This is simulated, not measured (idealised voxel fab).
The following is a process module called voxel gate over fins.
Square cell edge 5 nm, section width 220 nm, ID cut.
Cross-section spec: square-cell grid; bands listed top down; each band is one or more rows.
First you get the band's top height and its bottom height, in nm, and then the materials it's made of, left to right, with each width in nm. If you see a single material with "edge to edge", that one covers the band edge to edge. "empty" is empty space.
Height reference: 0 = level under which incoming wafer is all one material. Lowest band: no bottom, runs on downward, e.g. "0 nm and below".
A two-number width, for instance "30->40", indicates that the width is equal to the first number in the top row of the band and to the second number in the bottom row, and that it changes by a constant amount per row of cells.
What does "nothing changed" mean for a step? It means no cell of the cross-section changed in that step.
Entry "Voids, fully enclosed" = empty spaces >= 8 cells with no open way to the top; each as width x height at distance, distance from left edge, all nm.
On each step's line, the part that comes after the settings is the simulator's own comment on the step.
"overlay nm", when on a step's line for a step with a mask, measures how far to the right of its planned place the mask lay; a negative measure means to the left.
Guide to the pairs. Each holds a before and an after cross-section around one process step; the after cross-section is cut off at the lowest band that changed. Look under the pair for the step between them and its settings. Pairs can come from different runs of this module on the same starting wafer, so a pair follows on from the one above it only where its entry headed "Prior to processing" says it does.
### Prior to processing
	15 nm to 10 nm: W edge to edge
	10 nm to 5 nm: 35 nm W | 35 nm TiN | 20 nm W | 35 nm TiN | 20 nm W | 35 nm TiN | 40 nm W
	5 nm to 0 nm: 35 nm W | 5 nm TiN | 25 nm HfO2 | 5 nm TiN | 20 nm W | 5 nm TiN | 25 nm HfO2 | 5 nm TiN | 20 nm W | 5 nm TiN | 25 nm HfO2 | 5 nm TiN | 40 nm W
	0 nm to -5 nm: 40 nm TiN | 5 nm HfO2 | 15 nm Si | 5 nm HfO2 | 30 nm TiN | 5 nm HfO2 | 15 nm Si | 5 nm HfO2 | 30 nm TiN | 5 nm HfO2 | 15 nm Si | 5 nm HfO2 | 45 nm TiN
	-5 nm to -10 nm: 45 nm HfO2 | 15 nm Si | 40 nm HfO2 | 15 nm Si | 40 nm HfO2 | 15 nm Si | 50 nm HfO2
	-10 nm to -20 nm: 45 nm SiO2 | 15 nm Si | 40 nm SiO2 | 15 nm Si | 40 nm SiO2 | 15 nm Si | 50 nm SiO2
	-20 nm to -25 nm: 45 nm SiO2 | 15 nm Si | 10 nm SiO2 | 15 nm TiN | 15 nm SiO2 | 15 nm Si | 40 nm SiO2 | 15 nm Si | 50 nm SiO2
	-25 nm to -30 nm: 45 nm SiO2 | 15 nm Si | 40 nm SiO2 | 15 nm Si | 40 nm SiO2 | 15 nm Si | 50 nm SiO2
	-30 nm and below: Si edge to edge
	Voids, fully enclosed: none
### Cross-Section After Step
	25 nm to 15 nm: SiCN edge to edge
	Unchanged below 15.
	Voids, fully enclosed: none
Between before and after above, the operation and settings are CONFORMAL_DEP | material SiCN | thk nm 10
### Prior to processing
	10 nm to 0 nm: SiN edge to edge
	0 nm and below: Si edge to edge
	Voids, fully enclosed: none
### Cross-Section After Step
	25 nm to 10 nm: 45 nm empty | 20 nm resist | 35 nm empty | 20 nm resist | 35 nm empty | 20 nm resist | 45 nm empty
	Unchanged below 10.
	Voids, fully enclosed: none
Between before and after above, the operation and settings are PATTERN | tone cover | mask id FINS | material resist | width nm 20 | pitch nm 55 | thk nm 15 | overlay nm 0
Prior to processing: It is represented by the cross-section appearing after the step of the pair directly above.
### Cross-Section After Step
	25 nm to 10 nm: 45 nm empty | 20 nm resist | 35 nm empty | 20 nm resist | 35 nm empty | 20 nm resist | 45 nm empty
	10 nm to 0 nm: 45 nm empty | 20 nm SiN | 35 nm empty | 20 nm SiN | 35 nm empty | 20 nm SiN | 45 nm empty
	Unchanged below 0.
	Voids, fully enclosed: none
Between before and after above, the operation and settings are DIRECTIONAL_ETCH | etch materials SiN | depth nm 10
Prior to processing: It is represented by the cross-section appearing after the step of the pair directly above.
### Cross-Section After Step
	25 nm to 10 nm: 45 nm empty | 20 nm resist | 35 nm empty | 20 nm resist | 35 nm empty | 20 nm resist | 45 nm empty
	10 nm to 0 nm: 45 nm empty | 20 nm SiN | 35 nm empty | 20 nm SiN | 35 nm empty | 20 nm SiN | 45 nm empty
	0 nm to -30 nm: 45 nm empty | 20 nm Si | 35 nm empty | 20 nm Si | 35 nm empty | 20 nm Si | 45 nm empty
	Unchanged below -30.
	Voids, fully enclosed: none
Between before and after above, the operation and settings are DIRECTIONAL_ETCH | etch materials Si | depth nm 30
Prior to processing: It is represented by the cross-section appearing after the step of the pair directly above.
### Cross-Section After Step
	10 nm to 0 nm: 45 nm empty | 20 nm SiN | 35 nm empty | 20 nm SiN | 35 nm empty | 20 nm SiN | 45 nm empty
	Unchanged below 0.
	Voids, fully enclosed: none
Between before and after above, the operation and settings are STRIP | etch materials resist
Prior to processing: It is represented by the cross-section appearing after the step of the pair directly above.
### Cross-Section After Step
	15 nm to 10 nm: SiO2 edge to edge
	10 nm to 0 nm: 45 nm SiO2 | 20 nm SiN | 35 nm SiO2 | 20 nm SiN | 35 nm SiO2 | 20 nm SiN | 45 nm SiO2
	0 nm to -30 nm: 45 nm SiO2 | 20 nm Si | 35 nm SiO2 | 20 nm Si | 35 nm SiO2 | 20 nm Si | 45 nm SiO2
	Unchanged below -30.
	Voids, fully enclosed: none
Between before and after above, the operation and settings are FILL_DEP | material SiO2 | thk nm 5
Prior to processing: It is represented by the cross-section appearing after the step of the pair directly above.
### Cross-Section After Step
	10 nm to 0 nm: 45 nm SiO2 | 20 nm SiN | 35 nm SiO2 | 20 nm SiN | 35 nm SiO2 | 20 nm SiN | 45 nm SiO2
	Unchanged below 0.
	Voids, fully enclosed: none
Between before and after above, the operation and settings are CMP | height nm 10
Prior to processing: It is represented by the cross-section appearing after the step of the pair directly above.
### Cross-Section After Step
	30 nm to 10 nm: 70 nm resist | 15 nm empty | 135 nm resist
	Unchanged below 10.
	Voids, fully enclosed: none
Between before and after above, the operation and settings are PATTERN | tone open | mask id RAIL | material resist | width nm 15 | thk nm 20 | overlay nm 0
Prior to processing: It is represented by the cross-section appearing after the step of the pair directly above.
### Cross-Section After Step
	30 nm to 10 nm: 70 nm resist | 15 nm empty | 135 nm resist
	10 nm to 0 nm: 45 nm SiO2 | 20 nm SiN | 5 nm SiO2 | 15 nm empty | 15 nm SiO2 | 20 nm SiN | 35 nm SiO2 | 20 nm SiN | 45 nm SiO2
	0 nm to -25 nm: 45 nm SiO2 | 20 nm Si | 5 nm SiO2 | 15 nm empty | 15 nm SiO2 | 20 nm Si | 35 nm SiO2 | 20 nm Si | 45 nm SiO2
	Unchanged below -25.
	Voids, fully enclosed: none
Between before and after above, the operation and settings are DIRECTIONAL_ETCH | etch materials SiO2 | depth nm 35
Prior to processing: It is represented by the cross-section appearing after the step of the pair directly above.
### Cross-Section After Step
	10 nm to 0 nm: 45 nm SiO2 | 20 nm SiN | 5 nm SiO2 | 15 nm empty | 15 nm SiO2 | 20 nm SiN | 35 nm SiO2 | 20 nm SiN | 45 nm SiO2
	Unchanged below 0.
	Voids, fully enclosed: none
Between before and after above, the operation and settings are STRIP | etch materials resist
Prior to processing: It is represented by the cross-section appearing after the step of the pair directly above.
### Cross-Section After Step
	15 nm to 10 nm: 75 nm TiN | 5 nm empty | 140 nm TiN
	10 nm to 0 nm: 45 nm SiO2 | 20 nm SiN | 5 nm SiO2 | 5 nm TiN | 5 nm empty | 5 nm TiN | 15 nm SiO2 | 20 nm SiN | 35 nm SiO2 | 20 nm SiN | 45 nm SiO2
	0 nm to -20 nm: 45 nm SiO2 | 20 nm Si | 5 nm SiO2 | 5 nm TiN | 5 nm empty | 5 nm TiN | 15 nm SiO2 | 20 nm Si | 35 nm SiO2 | 20 nm Si | 45 nm SiO2
	-20 nm to -25 nm: 45 nm SiO2 | 20 nm Si | 5 nm SiO2 | 15 nm TiN | 15 nm SiO2 | 20 nm Si | 35 nm SiO2 | 20 nm Si | 45 nm SiO2
	Unchanged below -25.
	Voids, fully enclosed: none
Between before and after above, the operation and settings are CONFORMAL_DEP | material TiN | thk nm 5
Prior to processing: It is represented by the cross-section appearing after the step of the pair directly above.
### Cross-Section After Step
	20 nm to 15 nm: W edge to edge
	15 nm to 10 nm: 75 nm TiN | 5 nm W | 140 nm TiN
	10 nm to 0 nm: 45 nm SiO2 | 20 nm SiN | 5 nm SiO2 | 5 nm TiN | 5 nm W | 5 nm TiN | 15 nm SiO2 | 20 nm SiN | 35 nm SiO2 | 20 nm SiN | 45 nm SiO2
	0 nm to -20 nm: 45 nm SiO2 | 20 nm Si | 5 nm SiO2 | 5 nm TiN | 5 nm W | 5 nm TiN | 15 nm SiO2 | 20 nm Si | 35 nm SiO2 | 20 nm Si | 45 nm SiO2
	Unchanged below -20.
	Voids, fully enclosed: none
Between before and after above, the operation and settings are FILL_DEP | material W | thk nm 5
Prior to processing: It is represented by the cross-section appearing after the step of the pair directly above.
### Cross-Section After Step
	10 nm to 0 nm: 45 nm SiO2 | 20 nm SiN | 5 nm SiO2 | 5 nm TiN | 5 nm W | 5 nm TiN | 15 nm SiO2 | 20 nm SiN | 35 nm SiO2 | 20 nm SiN | 45 nm SiO2
	Unchanged below 0.
	Voids, fully enclosed: none
Between before and after above, the operation and settings are CMP | height nm 10
Prior to processing: It is represented by the cross-section appearing after the step of the pair directly above.
### Cross-Section After Step
	10 nm to 0 nm: 45 nm SiO2 | 20 nm SiN | 5 nm SiO2 | 15 nm empty | 15 nm SiO2 | 20 nm SiN | 35 nm SiO2 | 20 nm SiN | 45 nm SiO2
	0 nm to -20 nm: 45 nm SiO2 | 20 nm Si | 5 nm SiO2 | 15 nm empty | 15 nm SiO2 | 20 nm Si | 35 nm SiO2 | 20 nm Si | 45 nm SiO2
	Unchanged below -20.
	Voids, fully enclosed: none
Between before and after above, the operation and settings are SELECTIVE_ETCH | etch materials W Ru TiN | depth nm 30
Prior to processing: It is represented by the cross-section appearing after the step of the pair directly above.
### Cross-Section After Step
	15 nm to 10 nm: SiO2 edge to edge
	10 nm to 0 nm: 45 nm SiO2 | 20 nm SiN | 35 nm SiO2 | 20 nm SiN | 35 nm SiO2 | 20 nm SiN | 45 nm SiO2
	0 nm to -20 nm: 45 nm SiO2 | 20 nm Si | 35 nm SiO2 | 20 nm Si | 35 nm SiO2 | 20 nm Si | 45 nm SiO2
	Unchanged below -20.
	Voids, fully enclosed: none
Between before and after above, the operation and settings are FILL_DEP | material SiO2 | thk nm 5
Prior to processing: It is represented by the cross-section appearing after the step of the pair directly above.
### Cross-Section After Step
	10 nm to 0 nm: 45 nm SiO2 | 20 nm SiN | 35 nm SiO2 | 20 nm SiN | 35 nm SiO2 | 20 nm SiN | 45 nm SiO2
	Unchanged below 0.
	Voids, fully enclosed: none
Between before and after above, the operation and settings are CMP | height nm 10
Prior to processing: It is represented by the cross-section appearing after the step of the pair directly above.
### Cross-Section After Step
	10 nm to 0 nm: 45 nm empty | 20 nm SiN | 35 nm empty | 20 nm SiN | 35 nm empty | 20 nm SiN | 45 nm empty
	0 nm to -10 nm: 45 nm empty | 20 nm Si | 35 nm empty | 20 nm Si | 35 nm empty | 20 nm Si | 45 nm empty
	Unchanged below -10.
	Voids, fully enclosed: none
Between before and after above, the operation and settings are SELECTIVE_ETCH | etch materials SiO2 | depth nm 20
Prior to processing: It is represented by the cross-section appearing after the step of the pair directly above.
### Cross-Section After Step
	0 nm to -10 nm: 45 nm empty | 20 nm Si | 35 nm empty | 20 nm Si | 35 nm empty | 20 nm Si | 45 nm empty
	Unchanged below -10.
	Voids, fully enclosed: none
Between before and after above, the operation and settings are STRIP | etch materials SiN
Prior to processing: It is represented by the cross-section appearing after the step of the pair directly above.
### Cross-Section After Step
	5 nm to 0 nm: 40 nm empty | 30 nm HfO2 | 25 nm empty | 30 nm HfO2 | 25 nm empty | 30 nm HfO2 | 40 nm empty
	0 nm to -5 nm: 40 nm empty | 5 nm HfO2 | 20 nm Si | 5 nm HfO2 | 25 nm empty | 5 nm HfO2 | 20 nm Si | 5 nm HfO2 | 25 nm empty | 5 nm HfO2 | 20 nm Si | 5 nm HfO2 | 40 nm empty
	-5 nm to -10 nm: 45 nm HfO2 | 20 nm Si | 35 nm HfO2 | 20 nm Si | 35 nm HfO2 | 20 nm Si | 45 nm HfO2
	Unchanged below -10.
	Voids, fully enclosed: none
Between before and after above, the operation and settings are CONFORMAL_DEP | material HfO2 | thk nm 5
Prior to processing: It is represented by the cross-section appearing after the step of the pair directly above.
### Cross-Section After Step
	10 nm to 5 nm: 35 nm empty | 40 nm TiN | 15 nm empty | 40 nm TiN | 15 nm empty | 40 nm TiN | 35 nm empty
	5 nm to 0 nm: 35 nm empty | 5 nm TiN | 30 nm HfO2 | 5 nm TiN | 15 nm empty | 5 nm TiN | 30 nm HfO2 | 5 nm TiN | 15 nm empty | 5 nm TiN | 30 nm HfO2 | 5 nm TiN | 35 nm empty
	0 nm to -5 nm: 40 nm TiN | 5 nm HfO2 | 20 nm Si | 5 nm HfO2 | 25 nm TiN | 5 nm HfO2 | 20 nm Si | 5 nm HfO2 | 25 nm TiN | 5 nm HfO2 | 20 nm Si | 5 nm HfO2 | 40 nm TiN
	Unchanged below -5.
	Voids, fully enclosed: none
Between before and after above, the operation and settings are CONFORMAL_DEP | material TiN | thk nm 5
Prior to processing: It is represented by the cross-section appearing after the step of the pair directly above.
### Cross-Section After Step
	25 nm to 10 nm: W edge to edge
	10 nm to 5 nm: 35 nm W | 40 nm TiN | 15 nm W | 40 nm TiN | 15 nm W | 40 nm TiN | 35 nm W
	5 nm to 0 nm: 35 nm W | 5 nm TiN | 30 nm HfO2 | 5 nm TiN | 15 nm W | 5 nm TiN | 30 nm HfO2 | 5 nm TiN | 15 nm W | 5 nm TiN | 30 nm HfO2 | 5 nm TiN | 35 nm W
	Unchanged below 0.
	Voids, fully enclosed: none
Between before and after above, the operation and settings are FILL_DEP | material W | thk nm 15
Prior to processing: It is represented by the cross-section appearing after the step of the pair directly above.
### Cross-Section After Step
	20 nm to 10 nm: W edge to edge
	Unchanged below 10.
	Voids, fully enclosed: none
Between before and after above, the operation and settings are CMP | height nm 20
Prior to processing: It is represented by the cross-section appearing after the step of the pair directly above.
### Cross-Section After Step
	30 nm to 20 nm: SiCN edge to edge
	Unchanged below 20.
	Voids, fully enclosed: none
Between before and after above, the operation and settings are CONFORMAL_DEP | material SiCN | thk nm 10
### Prior to processing
	10 nm to 0 nm: SiN edge to edge
	0 nm and below: Si edge to edge
	Voids, fully enclosed: none
### Cross-Section After Step
	25 nm to 10 nm: 35 nm empty | 15 nm resist | 40 nm empty | 15 nm resist | 40 nm empty | 15 nm resist | 60 nm empty
	Unchanged below 10.
	Voids, fully enclosed: none
Between before and after above, the operation and settings are PATTERN | tone cover | mask id FINS | material resist | width nm 15 | pitch nm 55 | thk nm 15 | overlay nm -10
Prior to processing: It is represented by the cross-section appearing after the step of the pair directly above.
### Cross-Section After Step
	25 nm to 10 nm: 35 nm empty | 15 nm resist | 40 nm empty | 15 nm resist | 40 nm empty | 15 nm resist | 60 nm empty
	10 nm to 0 nm: 35 nm empty | 15 nm SiN | 40 nm empty | 15 nm SiN | 40 nm empty | 15 nm SiN | 60 nm empty
	Unchanged below 0.
	Voids, fully enclosed: none
Between before and after above, the operation and settings are DIRECTIONAL_ETCH | etch materials SiN | depth nm 10
Prior to processing: It is represented by the cross-section appearing after the step of the pair directly above.
### Cross-Section After Step
	25 nm to 10 nm: 35 nm empty | 15 nm resist | 40 nm empty | 15 nm resist | 40 nm empty | 15 nm resist | 60 nm empty
	10 nm to 0 nm: 35 nm empty | 15 nm SiN | 40 nm empty | 15 nm SiN | 40 nm empty | 15 nm SiN | 60 nm empty
	0 nm to -30 nm: 35 nm empty | 15 nm Si | 40 nm empty | 15 nm Si | 40 nm empty | 15 nm Si | 60 nm empty
	Unchanged below -30.
	Voids, fully enclosed: none
Between before and after above, the operation and settings are DIRECTIONAL_ETCH | etch materials Si | depth nm 30
Prior to processing: It is represented by the cross-section appearing after the step of the pair directly above.
### Cross-Section After Step
	10 nm to 0 nm: 35 nm empty | 15 nm SiN | 40 nm empty | 15 nm SiN | 40 nm empty | 15 nm SiN | 60 nm empty
	Unchanged below 0.
	Voids, fully enclosed: none
Between before and after above, the operation and settings are STRIP | etch materials resist
Prior to processing: It is represented by the cross-section appearing after the step of the pair directly above.
### Cross-Section After Step
	15 nm to 10 nm: SiO2 edge to edge
	10 nm to 0 nm: 35 nm SiO2 | 15 nm SiN | 40 nm SiO2 | 15 nm SiN | 40 nm SiO2 | 15 nm SiN | 60 nm SiO2
	0 nm to -30 nm: 35 nm SiO2 | 15 nm Si | 40 nm SiO2 | 15 nm Si | 40 nm SiO2 | 15 nm Si | 60 nm SiO2
	Unchanged below -30.
	Voids, fully enclosed: none
Between before and after above, the operation and settings are FILL_DEP | material SiO2 | thk nm 5
Prior to processing: It is represented by the cross-section appearing after the step of the pair directly above.
### Cross-Section After Step
	10 nm to 0 nm: 35 nm SiO2 | 15 nm SiN | 40 nm SiO2 | 15 nm SiN | 40 nm SiO2 | 15 nm SiN | 60 nm SiO2
	Unchanged below 0.
	Voids, fully enclosed: none
Between before and after above, the operation and settings are CMP | height nm 10
Prior to processing: It is represented by the cross-section appearing after the step of the pair directly above.
### Cross-Section After Step
	30 nm to 10 nm: 70 nm resist | 15 nm empty | 135 nm resist
	Unchanged below 10.
	Voids, fully enclosed: none
Between before and after above, the operation and settings are PATTERN | tone open | mask id RAIL | material resist | width nm 15 | thk nm 20 | overlay nm 0
Prior to processing: It is represented by the cross-section appearing after the step of the pair directly above.
### Cross-Section After Step
	30 nm to 10 nm: 70 nm resist | 15 nm empty | 135 nm resist
	10 nm to 0 nm: 35 nm SiO2 | 15 nm SiN | 20 nm SiO2 | 15 nm empty | 5 nm SiO2 | 15 nm SiN | 40 nm SiO2 | 15 nm SiN | 60 nm SiO2
	0 nm to -25 nm: 35 nm SiO2 | 15 nm Si | 20 nm SiO2 | 15 nm empty | 5 nm SiO2 | 15 nm Si | 40 nm SiO2 | 15 nm Si | 60 nm SiO2
	Unchanged below -25.
	Voids, fully enclosed: none
Between before and after above, the operation and settings are DIRECTIONAL_ETCH | etch materials SiO2 | depth nm 35
Prior to processing: It is represented by the cross-section appearing after the step of the pair directly above.
### Cross-Section After Step
	10 nm to 0 nm: 35 nm SiO2 | 15 nm SiN | 20 nm SiO2 | 15 nm empty | 5 nm SiO2 | 15 nm SiN | 40 nm SiO2 | 15 nm SiN | 60 nm SiO2
	Unchanged below 0.
	Voids, fully enclosed: none
Between before and after above, the operation and settings are STRIP | etch materials resist
Prior to processing: It is represented by the cross-section appearing after the step of the pair directly above.
### Cross-Section After Step
	15 nm to 10 nm: 75 nm TiN | 5 nm empty | 140 nm TiN
	10 nm to 0 nm: 35 nm SiO2 | 15 nm SiN | 20 nm SiO2 | 5 nm TiN | 5 nm empty | 5 nm TiN | 5 nm SiO2 | 15 nm SiN | 40 nm SiO2 | 15 nm SiN | 60 nm SiO2
	0 nm to -20 nm: 35 nm SiO2 | 15 nm Si | 20 nm SiO2 | 5 nm TiN | 5 nm empty | 5 nm TiN | 5 nm SiO2 | 15 nm Si | 40 nm SiO2 | 15 nm Si | 60 nm SiO2
	-20 nm to -25 nm: 35 nm SiO2 | 15 nm Si | 20 nm SiO2 | 15 nm TiN | 5 nm SiO2 | 15 nm Si | 40 nm SiO2 | 15 nm Si | 60 nm SiO2
	Unchanged below -25.
	Voids, fully enclosed: none
Between before and after above, the operation and settings are CONFORMAL_DEP | material TiN | thk nm 5
Prior to processing: It is represented by the cross-section appearing after the step of the pair directly above.
### Cross-Section After Step
	20 nm to 15 nm: W edge to edge
	15 nm to 10 nm: 75 nm TiN | 5 nm W | 140 nm TiN
	10 nm to 0 nm: 35 nm SiO2 | 15 nm SiN | 20 nm SiO2 | 5 nm TiN | 5 nm W | 5 nm TiN | 5 nm SiO2 | 15 nm SiN | 40 nm SiO2 | 15 nm SiN | 60 nm SiO2
	0 nm to -20 nm: 35 nm SiO2 | 15 nm Si | 20 nm SiO2 | 5 nm TiN | 5 nm W | 5 nm TiN | 5 nm SiO2 | 15 nm Si | 40 nm SiO2 | 15 nm Si | 60 nm SiO2
	Unchanged below -20.
	Voids, fully enclosed: none
Between before and after above, the operation and settings are FILL_DEP | material W | thk nm 5
Prior to processing: It is represented by the cross-section appearing after the step of the pair directly above.
### Cross-Section After Step
	10 nm to 0 nm: 35 nm SiO2 | 15 nm SiN | 20 nm SiO2 | 5 nm TiN | 5 nm W | 5 nm TiN | 5 nm SiO2 | 15 nm SiN | 40 nm SiO2 | 15 nm SiN | 60 nm SiO2
	Unchanged below 0.
	Voids, fully enclosed: none
Between before and after above, the operation and settings are CMP | height nm 10
Prior to processing: It is represented by the cross-section appearing after the step of the pair directly above.
### Cross-Section After Step
	10 nm to 0 nm: 35 nm SiO2 | 15 nm SiN | 20 nm SiO2 | 15 nm empty | 5 nm SiO2 | 15 nm SiN | 40 nm SiO2 | 15 nm SiN | 60 nm SiO2
	0 nm to -20 nm: 35 nm SiO2 | 15 nm Si | 20 nm SiO2 | 15 nm empty | 5 nm SiO2 | 15 nm Si | 40 nm SiO2 | 15 nm Si | 60 nm SiO2
	Unchanged below -20.
	Voids, fully enclosed: none
Between before and after above, the operation and settings are SELECTIVE_ETCH | etch materials W Ru TiN | depth nm 30
Prior to processing: It is represented by the cross-section appearing after the step of the pair directly above.
### Cross-Section After Step
	15 nm to 10 nm: SiO2 edge to edge
	10 nm to 0 nm: 35 nm SiO2 | 15 nm SiN | 40 nm SiO2 | 15 nm SiN | 40 nm SiO2 | 15 nm SiN | 60 nm SiO2
	0 nm to -20 nm: 35 nm SiO2 | 15 nm Si | 40 nm SiO2 | 15 nm Si | 40 nm SiO2 | 15 nm Si | 60 nm SiO2
	Unchanged below -20.
	Voids, fully enclosed: none
Between before and after above, the operation and settings are FILL_DEP | material SiO2 | thk nm 5
Prior to processing: It is represented by the cross-section appearing after the step of the pair directly above.
### Cross-Section After Step
	10 nm to 0 nm: 35 nm SiO2 | 15 nm SiN | 40 nm SiO2 | 15 nm SiN | 40 nm SiO2 | 15 nm SiN | 60 nm SiO2
	Unchanged below 0.
	Voids, fully enclosed: none
Between before and after above, the operation and settings are CMP | height nm 10
Prior to processing: It is represented by the cross-section appearing after the step of the pair directly above.
### Cross-Section After Step
	10 nm to 0 nm: 35 nm empty | 15 nm SiN | 40 nm empty | 15 nm SiN | 40 nm empty | 15 nm SiN | 60 nm empty
	0 nm to -10 nm: 35 nm empty | 15 nm Si | 40 nm empty | 15 nm Si | 40 nm empty | 15 nm Si | 60 nm empty
	Unchanged below -10.
	Voids, fully enclosed: none
Between before and after above, the operation and settings are SELECTIVE_ETCH | etch materials SiO2 | depth nm 20
Prior to processing: It is represented by the cross-section appearing after the step of the pair directly above.
### Cross-Section After Step
	0 nm to -10 nm: 35 nm empty | 15 nm Si | 40 nm empty | 15 nm Si | 40 nm empty | 15 nm Si | 60 nm empty
	Unchanged below -10.
	Voids, fully enclosed: none
Between before and after above, the operation and settings are STRIP | etch materials SiN
Prior to processing: It is represented by the cross-section appearing after the step of the pair directly above.
### Cross-Section After Step
	5 nm to 0 nm: 30 nm empty | 25 nm HfO2 | 30 nm empty | 25 nm HfO2 | 30 nm empty | 25 nm HfO2 | 55 nm empty
	0 nm to -5 nm: 30 nm empty | 5 nm HfO2 | 15 nm Si | 5 nm HfO2 | 30 nm empty | 5 nm HfO2 | 15 nm Si | 5 nm HfO2 | 30 nm empty | 5 nm HfO2 | 15 nm Si | 5 nm HfO2 | 55 nm empty
	-5 nm to -10 nm: 35 nm HfO2 | 15 nm Si | 40 nm HfO2 | 15 nm Si | 40 nm HfO2 | 15 nm Si | 60 nm HfO2
	Unchanged below -10.
	Voids, fully enclosed: none
Between before and after above, the operation and settings are CONFORMAL_DEP | material HfO2 | thk nm 5
Prior to processing: It is represented by the cross-section appearing after the step of the pair directly above.
### Cross-Section After Step
	10 nm to 5 nm: 25 nm empty | 35 nm TiN | 20 nm empty | 35 nm TiN | 20 nm empty | 35 nm TiN | 50 nm empty
	5 nm to 0 nm: 25 nm empty | 5 nm TiN | 25 nm HfO2 | 5 nm TiN | 20 nm empty | 5 nm TiN | 25 nm HfO2 | 5 nm TiN | 20 nm empty | 5 nm TiN | 25 nm HfO2 | 5 nm TiN | 50 nm empty
	0 nm to -5 nm: 30 nm TiN | 5 nm HfO2 | 15 nm Si | 5 nm HfO2 | 30 nm TiN | 5 nm HfO2 | 15 nm Si | 5 nm HfO2 | 30 nm TiN | 5 nm HfO2 | 15 nm Si | 5 nm HfO2 | 55 nm TiN
	Unchanged below -5.
	Voids, fully enclosed: none
Between before and after above, the operation and settings are CONFORMAL_DEP | material TiN | thk nm 5
Prior to processing: It is represented by the cross-section appearing after the step of the pair directly above.
### Cross-Section After Step
	25 nm to 10 nm: W edge to edge
	10 nm to 5 nm: 25 nm W | 35 nm TiN | 20 nm W | 35 nm TiN | 20 nm W | 35 nm TiN | 50 nm W
	5 nm to 0 nm: 25 nm W | 5 nm TiN | 25 nm HfO2 | 5 nm TiN | 20 nm W | 5 nm TiN | 25 nm HfO2 | 5 nm TiN | 20 nm W | 5 nm TiN | 25 nm HfO2 | 5 nm TiN | 50 nm W
	Unchanged below 0.
	Voids, fully enclosed: none
Between before and after above, the operation and settings are FILL_DEP | material W | thk nm 15
Prior to processing: It is represented by the cross-section appearing after the step of the pair directly above.
### Cross-Section After Step
	20 nm to 10 nm: W edge to edge
	Unchanged below 10.
	Voids, fully enclosed: none
Between before and after above, the operation and settings are CMP | height nm 20
Prior to processing: It is represented by the cross-section appearing after the step of the pair directly above.
### Cross-Section After Step
	30 nm to 20 nm: SiCN edge to edge
	Unchanged below 20.
	Voids, fully enclosed: none
Between before and after above, the operation and settings are CONFORMAL_DEP | material SiCN | thk nm 10
### Prior to processing
	10 nm to 0 nm: 45 nm SiO2 | 15 nm SiN | 10 nm SiO2 | 5 nm TiN | 5 nm W | 5 nm TiN | 15 nm SiO2 | 15 nm SiN | 40 nm SiO2 | 15 nm SiN | 50 nm SiO2
	0 nm to -20 nm: 45 nm SiO2 | 15 nm Si | 10 nm SiO2 | 5 nm TiN | 5 nm W | 5 nm TiN | 15 nm SiO2 | 15 nm Si | 40 nm SiO2 | 15 nm Si | 50 nm SiO2
	-20 nm to -25 nm: 45 nm SiO2 | 15 nm Si | 10 nm SiO2 | 15 nm TiN | 15 nm SiO2 | 15 nm Si | 40 nm SiO2 | 15 nm Si | 50 nm SiO2
	-25 nm to -30 nm: 45 nm SiO2 | 15 nm Si | 40 nm SiO2 | 15 nm Si | 40 nm SiO2 | 15 nm Si | 50 nm SiO2
	-30 nm and below: Si edge to edge
	Voids, fully enclosed: none
### Cross-Section After Step
	10 nm to 0 nm: 45 nm SiO2 | 15 nm SiN | 10 nm SiO2 | 5 nm TiN | 5 nm empty | 5 nm TiN | 15 nm SiO2 | 15 nm SiN | 40 nm SiO2 | 15 nm SiN | 50 nm SiO2
	0 nm to -20 nm: 45 nm SiO2 | 15 nm Si | 10 nm SiO2 | 5 nm TiN | 5 nm empty | 5 nm TiN | 15 nm SiO2 | 15 nm Si | 40 nm SiO2 | 15 nm Si | 50 nm SiO2
	Unchanged below -20.
	Voids, fully enclosed: none
Between before and after above, the operation and settings are SELECTIVE_ETCH | etch materials W | depth nm 30
Prior to processing: It is represented by the cross-section appearing after the step of the pair directly above.
### Cross-Section After Step
	15 nm to 10 nm: SiO2 edge to edge
	10 nm to 0 nm: 45 nm SiO2 | 15 nm SiN | 10 nm SiO2 | 5 nm TiN | 5 nm SiO2 | 5 nm TiN | 15 nm SiO2 | 15 nm SiN | 40 nm SiO2 | 15 nm SiN | 50 nm SiO2
	0 nm to -20 nm: 45 nm SiO2 | 15 nm Si | 10 nm SiO2 | 5 nm TiN | 5 nm SiO2 | 5 nm TiN | 15 nm SiO2 | 15 nm Si | 40 nm SiO2 | 15 nm Si | 50 nm SiO2
	Unchanged below -20.
	Voids, fully enclosed: none
Between before and after above, the operation and settings are FILL_DEP | material SiO2 | thk nm 5
Prior to processing: It is represented by the cross-section appearing after the step of the pair directly above.
### Cross-Section After Step
	10 nm to 0 nm: 45 nm SiO2 | 15 nm SiN | 10 nm SiO2 | 5 nm TiN | 5 nm SiO2 | 5 nm TiN | 15 nm SiO2 | 15 nm SiN | 40 nm SiO2 | 15 nm SiN | 50 nm SiO2
	Unchanged below 0.
	Voids, fully enclosed: none
Between before and after above, the operation and settings are CMP | height nm 10
Prior to processing: It is represented by the cross-section appearing after the step of the pair directly above.
### Cross-Section After Step
	10 nm to 0 nm: 45 nm empty | 15 nm SiN | 10 nm empty | 5 nm TiN | 5 nm empty | 5 nm TiN | 15 nm empty | 15 nm SiN | 40 nm empty | 15 nm SiN | 50 nm empty
	0 nm to -10 nm: 45 nm empty | 15 nm Si | 10 nm empty | 5 nm TiN | 5 nm empty | 5 nm TiN | 15 nm empty | 15 nm Si | 40 nm empty | 15 nm Si | 50 nm empty
	Unchanged below -10.
	Voids, fully enclosed: none
Between before and after above, the operation and settings are SELECTIVE_ETCH | etch materials SiO2 | depth nm 20
Prior to processing: It is represented by the cross-section appearing after the step of the pair directly above.
### Cross-Section After Step
	10 nm to 0 nm: 70 nm empty | 5 nm TiN | 5 nm empty | 5 nm TiN | 135 nm empty
	Unchanged below 0.
	Voids, fully enclosed: none
Between before and after above, the operation and settings are STRIP | etch materials SiN
